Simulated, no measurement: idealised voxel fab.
Process module in this document: voxel self aligned contacts
It is cross-section cut that appears here, measuring 220 nm in width, its square cells being 5 nm in size.
Cross-section spec: square-cell grid; bands listed top down; each band is one or more rows. Read a band's entry like this: the first values are the height of its top and the height of its bottom in nm, and what follows is the sequence of materials from left to right, each with its width in nm. Note that "air" is empty space, and that a single material marked "edge to edge" reaches across the band from edge to edge. It should be noted that heights are counted from 0, beneath which the wafer as supplied is of one material throughout, and that the lowest band possesses no lower boundary but continues downward, as written in "0 nm and below". It should be noted that a width expressed as "30..40" varies in equal increments from row to row of cells within the band, taking the value of the first number at the top row and that of the second number at the bottom row. "nothing changed" for a step: no cell of the cross-section changed in that step. "Sealed-off cavities" - sealed voids, min. 8 cells, no opening to top; format: width x height at distance (distance from left edge; nm throughout). On a step's line, text after the settings is the simulator commenting on that step. If you see "overlay nm" on a step's line and that step has a mask, it's telling you how far right of where it was planned the mask ended up; a negative number means it went left instead. Pairs follow: section before one process step, section after it down to the lowest changed band, step with settings underneath. Pairs may come from different runs of this module on the same starting wafer; continuity with the pair above only as stated in the "Pre-process state" entry.

**Pre-process state**
40 nm to 25 nm = SiO2 (40) / SiN (35) / air (15) / SiN (35) / air (15) / SiN (35) / SiO2 (45)
25 nm to 5 nm = SiO2 (40) / SiN (5) / polySi (25) / SiN (5) / air (15) / SiN (5) / polySi (25) / SiN (5) / air (15) / SiN (5) / polySi (25) / SiN (5) / SiO2 (45)
5 nm to 0 nm = polySi edge to edge
0 nm to -5 nm = SiO2 edge to edge
-5 nm and below = Si edge to edge
Sealed-off cavities: none

**Cross-Section After Step**
45 nm to 40 nm = TiN (80) / air (5) / TiN (45) / air (5) / TiN (85)
40 nm to 25 nm = SiO2 (40) / SiN (35) / TiN (5) / air (5) / TiN (5) / SiN (35) / TiN (5) / air (5) / TiN (5) / SiN (35) / SiO2 (45)
25 nm to 10 nm = SiO2 (40) / SiN (5) / polySi (25) / SiN (5) / TiN (5) / air (5) / TiN (5) / SiN (5) / polySi (25) / SiN (5) / TiN (5) / air (5) / TiN (5) / SiN (5) / polySi (25) / SiN (5) / SiO2 (45)
10 nm to 5 nm = SiO2 (40) / SiN (5) / polySi (25) / SiN (5) / TiN (15) / SiN (5) / polySi (25) / SiN (5) / TiN (15) / SiN (5) / polySi (25) / SiN (5) / SiO2 (45)
Below 5, no change.
Sealed-off cavities: none
Step between the pre-process and post-process cross-sections given above: CONFORMAL_DEP (material TiN; thk nm 5)

Pre-process state: it's just the after picture from the pair right above this one.

**Cross-Section After Step**
55 nm to 45 nm = Ru edge to edge
45 nm to 40 nm = TiN (80) / Ru (5) / TiN (45) / Ru (5) / TiN (85)
40 nm to 25 nm = SiO2 (40) / SiN (35) / TiN (5) / Ru (5) / TiN (5) / SiN (35) / TiN (5) / Ru (5) / TiN (5) / SiN (35) / SiO2 (45)
25 nm to 10 nm = SiO2 (40) / SiN (5) / polySi (25) / SiN (5) / TiN (5) / Ru (5) / TiN (5) / SiN (5) / polySi (25) / SiN (5) / TiN (5) / Ru (5) / TiN (5) / SiN (5) / polySi (25) / SiN (5) / SiO2 (45)
Below 10, no change.
Sealed-off cavities: none
Step between the pre-process and post-process cross-sections given above: FILL_DEP (material Ru; thk nm 10)

Pre-process state: it's just the after picture from the pair right above this one.

**Cross-Section After Step**
40 nm to 25 nm = SiO2 (40) / SiN (35) / TiN (5) / Ru (5) / TiN (5) / SiN (35) / TiN (5) / Ru (5) / TiN (5) / SiN (35) / SiO2 (45)
Below 25, no change.
Sealed-off cavities: none
Step between the pre-process and post-process cross-sections given above: CMP (height nm 40)

Pre-process state: it's just the after picture from the pair right above this one.

**Cross-Section After Step**
45 nm to 40 nm = SiCN edge to edge
Below 40, no change.
Sealed-off cavities: none
Step between the pre-process and post-process cross-sections given above: CONFORMAL_DEP (material SiCN; thk nm 5)

**Pre-process state**
35 nm to 20 nm = SiN edge to edge
20 nm to 0 nm = polySi edge to edge
0 nm to -5 nm = SiO2 edge to edge
-5 nm and below = Si edge to edge
Sealed-off cavities: none

**Cross-Section After Step**
50 nm to 35 nm = air (50) / resist (20) / air (30) / resist (20) / air (30) / resist (20) / air (50)
Below 35, no change.
Sealed-off cavities: none
Step between the pre-process and post-process cross-sections given above: PATTERN (tone cover; mask id GATE; material resist; width nm 20; pitch nm 50; thk nm 15; overlay nm 0)

Pre-process state: it's just the after picture from the pair right above this one.

**Cross-Section After Step**
50 nm to 35 nm = air (50) / resist (20) / air (30) / resist (20) / air (30) / resist (20) / air (50)
35 nm to 20 nm = air (50) / SiN (20) / air (30) / SiN (20) / air (30) / SiN (20) / air (50)
Below 20, no change.
Sealed-off cavities: none
Step between the pre-process and post-process cross-sections given above: DIRECTIONAL_ETCH (etch materials SiN; depth nm 15)

Pre-process state: it's just the after picture from the pair right above this one.

**Cross-Section After Step**
50 nm to 35 nm = air (50) / resist (20) / air (30) / resist (20) / air (30) / resist (20) / air (50)
35 nm to 20 nm = air (50) / SiN (20) / air (30) / SiN (20) / air (30) / SiN (20) / air (50)
20 nm to 0 nm = air (50) / polySi (20) / air (30) / polySi (20) / air (30) / polySi (20) / air (50)
Below 0, no change.
Sealed-off cavities: none
Step between the pre-process and post-process cross-sections given above: DIRECTIONAL_ETCH (etch materials polySi; depth nm 20)

Pre-process state: it's just the after picture from the pair right above this one.

**Cross-Section After Step**
35 nm to 20 nm = air (50) / SiN (20) / air (30) / SiN (20) / air (30) / SiN (20) / air (50)
Below 20, no change.
Sealed-off cavities: none
Step between the pre-process and post-process cross-sections given above: STRIP (etch materials resist)

Pre-process state: it's just the after picture from the pair right above this one.

**Cross-Section After Step**
40 nm to 20 nm = air (45) / SiN (30) / air (20) / SiN (30) / air (20) / SiN (30) / air (45)
20 nm to 5 nm = air (45) / SiN (5) / polySi (20) / SiN (5) / air (20) / SiN (5) / polySi (20) / SiN (5) / air (20) / SiN (5) / polySi (20) / SiN (5) / air (45)
5 nm to 0 nm = SiN (50) / polySi (20) / SiN (30) / polySi (20) / SiN (30) / polySi (20) / SiN (50)
Below 0, no change.
Sealed-off cavities: none
Step between the pre-process and post-process cross-sections given above: CONFORMAL_DEP (material SiN; thk nm 5)

Pre-process state: it's just the after picture from the pair right above this one.

**Cross-Section After Step**
35 nm to 20 nm = air (45) / SiN (30) / air (20) / SiN (30) / air (20) / SiN (30) / air (45)
20 nm to 0 nm = air (45) / SiN (5) / polySi (20) / SiN (5) / air (20) / SiN (5) / polySi (20) / SiN (5) / air (20) / SiN (5) / polySi (20) / SiN (5) / air (45)
Below 0, no change.
Sealed-off cavities: none
Step between the pre-process and post-process cross-sections given above: DIRECTIONAL_ETCH (etch materials SiN; depth nm 5)

Pre-process state: it's just the after picture from the pair right above this one.

**Cross-Section After Step**
45 nm to 35 nm = SiO2 edge to edge
35 nm to 20 nm = SiO2 (45) / SiN (30) / SiO2 (20) / SiN (30) / SiO2 (20) / SiN (30) / SiO2 (45)
20 nm to 0 nm = SiO2 (45) / SiN (5) / polySi (20) / SiN (5) / SiO2 (20) / SiN (5) / polySi (20) / SiN (5) / SiO2 (20) / SiN (5) / polySi (20) / SiN (5) / SiO2 (45)
Below 0, no change.
Sealed-off cavities: none
Step between the pre-process and post-process cross-sections given above: FILL_DEP (material SiO2; thk nm 10)

Pre-process state: it's just the after picture from the pair right above this one.

**Cross-Section After Step**
40 nm to 35 nm = SiO2 edge to edge
Below 35, no change.
Sealed-off cavities: none
Step between the pre-process and post-process cross-sections given above: CMP (height nm 40)

Pre-process state: it's just the after picture from the pair right above this one.

**Cross-Section After Step**
55 nm to 40 nm = resist (65) / air (35) / resist (15) / air (35) / resist (70)
Below 40, no change.
Sealed-off cavities: none
Step between the pre-process and post-process cross-sections given above: PATTERN (tone open; mask id CONTACT; material resist; width nm 35; pitch nm 50; thk nm 15; overlay nm 0)

Pre-process state: it's just the after picture from the pair right above this one.

**Cross-Section After Step**
55 nm to 40 nm = resist (65) / air (35) / resist (15) / air (35) / resist (70)
40 nm to 35 nm = SiO2 (65) / air (35) / SiO2 (15) / air (35) / SiO2 (70)
35 nm to 20 nm = SiO2 (45) / SiN (30) / air (20) / SiN (30) / air (20) / SiN (30) / SiO2 (45)
20 nm to 0 nm = SiO2 (45) / SiN (5) / polySi (20) / SiN (5) / air (20) / SiN (5) / polySi (20) / SiN (5) / air (20) / SiN (5) / polySi (20) / SiN (5) / SiO2 (45)
0 nm to -5 nm = SiO2 (75) / air (20) / SiO2 (30) / air (20) / SiO2 (75)
Below -5, no change.
Sealed-off cavities: none
Step between the pre-process and post-process cross-sections given above: DIRECTIONAL_ETCH (etch materials SiO2; depth nm 45)

Pre-process state: it's just the after picture from the pair right above this one.

**Cross-Section After Step**
40 nm to 35 nm = SiO2 (65) / air (35) / SiO2 (15) / air (35) / SiO2 (70)
Below 35, no change.
Sealed-off cavities: none
Step between the pre-process and post-process cross-sections given above: STRIP (etch materials resist)

Pre-process state: it's just the after picture from the pair right above this one.

**Cross-Section After Step**
45 nm to 40 nm = TiN (70) / air (25) / TiN (25) / air (25) / TiN (75)
40 nm to 35 nm = SiO2 (65) / TiN (15) / air (10) / TiN (10) / SiO2 (15) / TiN (15) / air (10) / TiN (10) / SiO2 (70)
35 nm to 20 nm = SiO2 (45) / SiN (30) / TiN (5) / air (10) / TiN (5) / SiN (30) / TiN (5) / air (10) / TiN (5) / SiN (30) / SiO2 (45)
20 nm to 0 nm = SiO2 (45) / SiN (5) / polySi (20) / SiN (5) / TiN (5) / air (10) / TiN (5) / SiN (5) / polySi (20) / SiN (5) / TiN (5) / air (10) / TiN (5) / SiN (5) / polySi (20) / SiN (5) / SiO2 (45)
0 nm to -5 nm = SiO2 (75) / TiN (20) / SiO2 (30) / TiN (20) / SiO2 (75)
Below -5, no change.
Sealed-off cavities: none
Step between the pre-process and post-process cross-sections given above: CONFORMAL_DEP (material TiN; thk nm 5)

Pre-process state: it's just the after picture from the pair right above this one.

**Cross-Section After Step**
55 nm to 45 nm = Ru edge to edge
45 nm to 40 nm = TiN (70) / Ru (25) / TiN (25) / Ru (25) / TiN (75)
40 nm to 35 nm = SiO2 (65) / TiN (15) / Ru (10) / TiN (10) / SiO2 (15) / TiN (15) / Ru (10) / TiN (10) / SiO2 (70)
35 nm to 20 nm = SiO2 (45) / SiN (30) / TiN (5) / Ru (10) / TiN (5) / SiN (30) / TiN (5) / Ru (10) / TiN (5) / SiN (30) / SiO2 (45)
20 nm to 0 nm = SiO2 (45) / SiN (5) / polySi (20) / SiN (5) / TiN (5) / Ru (10) / TiN (5) / SiN (5) / polySi (20) / SiN (5) / TiN (5) / Ru (10) / TiN (5) / SiN (5) / polySi (20) / SiN (5) / SiO2 (45)
Below 0, no change.
Sealed-off cavities: none
Step between the pre-process and post-process cross-sections given above: FILL_DEP (material Ru; thk nm 10)

Pre-process state: it's just the after picture from the pair right above this one.

**Cross-Section After Step**
40 nm to 35 nm = SiO2 (65) / TiN (15) / Ru (10) / TiN (10) / SiO2 (15) / TiN (15) / Ru (10) / TiN (10) / SiO2 (70)
Below 35, no change.
Sealed-off cavities: none
Step between the pre-process and post-process cross-sections given above: CMP (height nm 40)

Pre-process state: it's just the after picture from the pair right above this one.

**Cross-Section After Step**
45 nm to 40 nm = SiCN edge to edge
Below 40, no change.
Sealed-off cavities: none
Step between the pre-process and post-process cross-sections given above: CONFORMAL_DEP (material SiCN; thk nm 5)

**Pre-process state**
40 nm to 35 nm = SiO2 edge to edge
35 nm to 20 nm = SiO2 (40) / SiN (35) / SiO2 (15) / SiN (35) / SiO2 (15) / SiN (35) / SiO2 (45)
20 nm to 0 nm = SiO2 (40) / SiN (5) / polySi (25) / SiN (5) / SiO2 (15) / SiN (5) / polySi (25) / SiN (5) / SiO2 (15) / SiN (5) / polySi (25) / SiN (5) / SiO2 (45)
0 nm to -5 nm = SiO2 edge to edge
-5 nm and below = Si edge to edge
Sealed-off cavities: none

**Cross-Section After Step**
55 nm to 40 nm = resist (75) / air (35) / resist (15) / air (35) / resist (60)
Below 40, no change.
Sealed-off cavities: none
Step between the pre-process and post-process cross-sections given above: PATTERN (tone open; mask id CONTACT; material resist; width nm 35; pitch nm 50; thk nm 15; overlay nm 10)

Pre-process state: it's just the after picture from the pair right above this one.

**Cross-Section After Step**
55 nm to 40 nm = resist (75) / air (35) / resist (15) / air (35) / resist (60)
40 nm to 35 nm = SiO2 (75) / air (35) / SiO2 (15) / air (35) / SiO2 (60)
35 nm to 20 nm = SiO2 (40) / SiN (35) / air (15) / SiN (35) / air (15) / SiN (35) / SiO2 (45)
20 nm to 0 nm = SiO2 (40) / SiN (5) / polySi (25) / SiN (5) / air (15) / SiN (5) / polySi (25) / SiN (5) / air (15) / SiN (5) / polySi (25) / SiN (5) / SiO2 (45)
0 nm to -5 nm = SiO2 (75) / air (15) / SiO2 (35) / air (15) / SiO2 (80)
Below -5, no change.
Sealed-off cavities: none
Step between the pre-process and post-process cross-sections given above: DIRECTIONAL_ETCH (etch materials SiO2; depth nm 45)

Pre-process state: it's just the after picture from the pair right above this one.

**Cross-Section After Step**
40 nm to 35 nm = SiO2 (75) / air (35) / SiO2 (15) / air (35) / SiO2 (60)
Below 35, no change.
Sealed-off cavities: none
Step between the pre-process and post-process cross-sections given above: STRIP (etch materials resist)

Pre-process state: it's just the after picture from the pair right above this one.

**Cross-Section After Step**
45 nm to 40 nm = TiN (80) / air (25) / TiN (25) / air (25) / TiN (65)
40 nm to 35 nm = SiO2 (75) / TiN (5) / air (5) / TiN (25) / SiO2 (15) / TiN (5) / air (5) / TiN (25) / SiO2 (60)
35 nm to 20 nm = SiO2 (40) / SiN (35) / TiN (5) / air (5) / TiN (5) / SiN (35) / TiN (5) / air (5) / TiN (5) / SiN (35) / SiO2 (45)
20 nm to 0 nm = SiO2 (40) / SiN (5) / polySi (25) / SiN (5) / TiN (5) / air (5) / TiN (5) / SiN (5) / polySi (25) / SiN (5) / TiN (5) / air (5) / TiN (5) / SiN (5) / polySi (25) / SiN (5) / SiO2 (45)
0 nm to -5 nm = SiO2 (75) / TiN (15) / SiO2 (35) / TiN (15) / SiO2 (80)
Below -5, no change.
Sealed-off cavities: none
Step between the pre-process and post-process cross-sections given above: CONFORMAL_DEP (material TiN; thk nm 5)

Pre-process state: it's just the after picture from the pair right above this one.

**Cross-Section After Step**
55 nm to 45 nm = Ru edge to edge
45 nm to 40 nm = TiN (80) / Ru (25) / TiN (25) / Ru (25) / TiN (65)
40 nm to 35 nm = SiO2 (75) / TiN (5) / Ru (5) / TiN (25) / SiO2 (15) / TiN (5) / Ru (5) / TiN (25) / SiO2 (60)
35 nm to 20 nm = SiO2 (40) / SiN (35) / TiN (5) / Ru (5) / TiN (5) / SiN (35) / TiN (5) / Ru (5) / TiN (5) / SiN (35) / SiO2 (45)
20 nm to 0 nm = SiO2 (40) / SiN (5) / polySi (25) / SiN (5) / TiN (5) / Ru (5) / TiN (5) / SiN (5) / polySi (25) / SiN (5) / TiN (5) / Ru (5) / TiN (5) / SiN (5) / polySi (25) / SiN (5) / SiO2 (45)
Below 0, no change.
Sealed-off cavities: none
Step between the pre-process and post-process cross-sections given above: FILL_DEP (material Ru; thk nm 10)

Pre-process state: it's just the after picture from the pair right above this one.

**Cross-Section After Step**
40 nm to 35 nm = SiO2 (75) / TiN (5) / Ru (5) / TiN (25) / SiO2 (15) / TiN (5) / Ru (5) / TiN (25) / SiO2 (60)
Below 35, no change.
Sealed-off cavities: none
Step between the pre-process and post-process cross-sections given above: CMP (height nm 40)

Pre-process state: it's just the after picture from the pair right above this one.

**Cross-Section After Step**
45 nm to 40 nm = SiCN edge to edge
Below 40, no change.
Sealed-off cavities: none
Step between the pre-process and post-process cross-sections given above: CONFORMAL_DEP (material SiCN; thk nm 5)

**Pre-process state**
40 nm to 35 nm = SiO2 (65) / TiN (15) / Ru (5) / TiN (15) / SiO2 (15) / TiN (15) / Ru (5) / TiN (15) / SiO2 (70)
35 nm to 20 nm = SiO2 (40) / SiN (35) / TiN (5) / Ru (5) / TiN (5) / SiN (35) / TiN (5) / Ru (5) / TiN (5) / SiN (35) / SiO2 (45)
20 nm to 0 nm = SiO2 (40) / SiN (5) / polySi (25) / SiN (5) / TiN (5) / Ru (5) / TiN (5) / SiN (5) / polySi (25) / SiN (5) / TiN (5) / Ru (5) / TiN (5) / SiN (5) / polySi (25) / SiN (5) / SiO2 (45)
0 nm to -5 nm = SiO2 (75) / TiN (15) / SiO2 (35) / TiN (15) / SiO2 (80)
-5 nm and below = Si edge to edge
Sealed-off cavities: none

**Cross-Section After Step**
45 nm to 40 nm = polySi edge to edge
Below 40, no change.
Sealed-off cavities: none
Step between the pre-process and post-process cross-sections given above: CONFORMAL_DEP (material polySi; thk nm 5)

**Pre-process state**
35 nm to 20 nm = SiN edge to edge
20 nm to 0 nm = polySi edge to edge
0 nm to -5 nm = SiO2 edge to edge
-5 nm and below = Si edge to edge
Sealed-off cavities: none

**Cross-Section After Step**
50 nm to 35 nm = resist (45) / air (25) / resist (25) / air (25) / resist (25) / air (25) / resist (50)
Below 35, no change.
Sealed-off cavities: none
Step between the pre-process and post-process cross-sections given above: PATTERN (tone open; mask id GATE; material resist; width nm 25; pitch nm 50; thk nm 15; overlay nm 0)

Pre-process state: it's just the after picture from the pair right above this one.

**Cross-Section After Step**
50 nm to 35 nm = resist (45) / air (25) / resist (25) / air (25) / resist (25) / air (25) / resist (50)
35 nm to 20 nm = SiN (45) / air (25) / SiN (25) / air (25) / SiN (25) / air (25) / SiN (50)
Below 20, no change.
Sealed-off cavities: none
Step between the pre-process and post-process cross-sections given above: DIRECTIONAL_ETCH (etch materials SiN; depth nm 15)

Pre-process state: it's just the after picture from the pair right above this one.

**Cross-Section After Step**
50 nm to 35 nm = resist (45) / air (25) / resist (25) / air (25) / resist (25) / air (25) / resist (50)
35 nm to 20 nm = SiN (45) / air (25) / SiN (25) / air (25) / SiN (25) / air (25) / SiN (50)
20 nm to 0 nm = polySi (45) / air (25) / polySi (25) / air (25) / polySi (25) / air (25) / polySi (50)
Below 0, no change.
Sealed-off cavities: none
Step between the pre-process and post-process cross-sections given above: DIRECTIONAL_ETCH (etch materials polySi; depth nm 20)

Pre-process state: it's just the after picture from the pair right above this one.

**Cross-Section After Step**
35 nm to 20 nm = SiN (45) / air (25) / SiN (25) / air (25) / SiN (25) / air (25) / SiN (50)
Below 20, no change.
Sealed-off cavities: none
Step between the pre-process and post-process cross-sections given above: STRIP (etch materials resist)

Pre-process state: it's just the after picture from the pair right above this one.

**Cross-Section After Step**
40 nm to 20 nm = SiN (50) / air (15) / SiN (35) / air (15) / SiN (35) / air (15) / SiN (55)
20 nm to 5 nm = polySi (45) / SiN (5) / air (15) / SiN (5) / polySi (25) / SiN (5) / air (15) / SiN (5) / polySi (25) / SiN (5) / air (15) / SiN (5) / polySi (50)
5 nm to 0 nm = polySi (45) / SiN (25) / polySi (25) / SiN (25) / polySi (25) / SiN (25) / polySi (50)
Below 0, no change.
Sealed-off cavities: none
Step between the pre-process and post-process cross-sections given above: CONFORMAL_DEP (material SiN; thk nm 5)

Pre-process state: it's just the after picture from the pair right above this one.

**Cross-Section After Step**
35 nm to 20 nm = SiN (50) / air (15) / SiN (35) / air (15) / SiN (35) / air (15) / SiN (55)
20 nm to 0 nm = polySi (45) / SiN (5) / air (15) / SiN (5) / polySi (25) / SiN (5) / air (15) / SiN (5) / polySi (25) / SiN (5) / air (15) / SiN (5) / polySi (50)
Below 0, no change.
Sealed-off cavities: none
Step between the pre-process and post-process cross-sections given above: DIRECTIONAL_ETCH (etch materials SiN; depth nm 5)

Pre-process state: it's just the after picture from the pair right above this one.

**Cross-Section After Step**
45 nm to 35 nm = SiO2 edge to edge
35 nm to 20 nm = SiN (50) / SiO2 (15) / SiN (35) / SiO2 (15) / SiN (35) / SiO2 (15) / SiN (55)
20 nm to 0 nm = polySi (45) / SiN (5) / SiO2 (15) / SiN (5) / polySi (25) / SiN (5) / SiO2 (15) / SiN (5) / polySi (25) / SiN (5) / SiO2 (15) / SiN (5) / polySi (50)
Below 0, no change.
Sealed-off cavities: none
Step between the pre-process and post-process cross-sections given above: FILL_DEP (material SiO2; thk nm 10)

Pre-process state: it's just the after picture from the pair right above this one.

**Cross-Section After Step**
40 nm to 35 nm = SiO2 edge to edge
Below 35, no change.
Sealed-off cavities: none
Step between the pre-process and post-process cross-sections given above: CMP (height nm 40)

Pre-process state: it's just the after picture from the pair right above this one.

**Cross-Section After Step**
55 nm to 40 nm = resist (65) / air (35) / resist (15) / air (35) / resist (70)
Below 40, no change.
Sealed-off cavities: none
Step between the pre-process and post-process cross-sections given above: PATTERN (tone open; mask id CONTACT; material resist; width nm 35; pitch nm 50; thk nm 15; overlay nm 0)

Pre-process state: it's just the after picture from the pair right above this one.

**Cross-Section After Step**
55 nm to 40 nm = resist (65) / air (35) / resist (15) / air (35) / resist (70)
40 nm to 35 nm = SiO2 (65) / air (35) / SiO2 (15) / air (35) / SiO2 (70)
Below 35, no change.
Sealed-off cavities: none
Step between the pre-process and post-process cross-sections given above: DIRECTIONAL_ETCH (etch materials SiO2; depth nm 45)

Pre-process state: it's just the after picture from the pair right above this one.

**Cross-Section After Step**
40 nm to 35 nm = SiO2 (65) / air (35) / SiO2 (15) / air (35) / SiO2 (70)
Below 35, no change.
Sealed-off cavities: none
Step between the pre-process and post-process cross-sections given above: STRIP (etch materials resist)

Pre-process state: it's just the after picture from the pair right above this one.

**Cross-Section After Step**
45 nm to 40 nm = TiN (70) / air (25) / TiN (25) / air (25) / TiN (75)
40 nm to 35 nm = SiO2 (65) / TiN (35) / SiO2 (15) / TiN (35) / SiO2 (70)
Below 35, no change.
Sealed-off cavities: none
Step between the pre-process and post-process cross-sections given above: CONFORMAL_DEP (material TiN; thk nm 5)

Pre-process state: it's just the after picture from the pair right above this one.

**Cross-Section After Step**
55 nm to 45 nm = Ru edge to edge
45 nm to 40 nm = TiN (70) / Ru (25) / TiN (25) / Ru (25) / TiN (75)
Below 40, no change.
Sealed-off cavities: none
Step between the pre-process and post-process cross-sections given above: FILL_DEP (material Ru; thk nm 10)

Pre-process state: it's just the after picture from the pair right above this one.

**Cross-Section After Step**
40 nm to 35 nm = SiO2 (65) / TiN (35) / SiO2 (15) / TiN (35) / SiO2 (70)
Below 35, no change.
Sealed-off cavities: none
Step between the pre-process and post-process cross-sections given above: CMP (height nm 40)

Pre-process state: it's just the after picture from the pair right above this one.

**Cross-Section After Step**
45 nm to 40 nm = SiCN edge to edge
Below 40, no change.
Sealed-off cavities: none
Step between the pre-process and post-process cross-sections given above: CONFORMAL_DEP (material SiCN; thk nm 5)
